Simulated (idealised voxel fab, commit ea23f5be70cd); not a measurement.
process module | voxel double patterning
cross-section cut | 235 nm wide | cells 5 nm
A cross-section is a grid of square cells, given in bands from the top down. A band is one or more rows of cells.
Each band's line starts with the height of the band's top and of its bottom, in nm. Then come its materials from left to right, each with its width in nm. One material with "throughout" fills the band from edge to edge. "air" is empty space.
Height 0 is the level under which the wafer as received is all one material. The lowest band goes on downwards, as in "0 down".
A width such as "30 to 40" changes by the same amount from each row of cells to the next, from the band's top row to its bottom row.
"no change" after a step means that no cell of the cross-section changed.
closed voids: empty space of 8 cells or more with no open way to the top, each as width x height at its distance from the left edge, in nm
after a step's settings: what the simulator itself notes on the step
overlay nm, on a step with a mask: how far to the right of its planned place the mask lay; to the left if negative
plan
1 op RECEIVE | material Si
2 op CONFORMAL_DEP | material SiN | thk nm 5
3 op DIRECTIONAL_DEP | material SiO2 | thk nm 15
4 op DIRECTIONAL_DEP | material SiCN | thk nm 10
5 op PATTERN | tone open | mask id FIRST | material resist | width nm 15 | pitch nm 50 | thk nm 15 | overlay nm 0
6 op DIRECTIONAL_ETCH | etch materials SiCN | depth nm 10
7 op STRIP | etch materials resist
8 op MASKED_ETCH | tone open | mask id SECOND | width nm 15 | etch materials SiCN | depth nm 10 | overlay nm 0
9 op DIRECTIONAL_ETCH | etch materials SiO2 | depth nm 15
10 op STRIP | etch materials SiCN
as received, after step 1
  0 down: Si throughout
  closed voids: none
first wafer at the end, as planned
  20 to 5: SiO2 85 | air 15 | SiO2 10 | air 15 | SiO2 10 | air 15 | SiO2 85
  5 to 0: SiN throughout
  0 down: Si throughout
  closed voids: none
second wafer at the end: like start, like plan, one mistake
  30 to 15: SiO2 85 | air 15 | SiO2 10 | air 15 | SiO2 10 | air 15 | SiO2 85
  15 to 5: SiO2 throughout
  5 to 0: SiN throughout
  0 down: Si throughout
  closed voids: none
what went wrong: step 3 ran as: op DIRECTIONAL_DEP | material SiO2 | thk nm 25
at the end the second wafer has, in cells: 94 more of SiO2
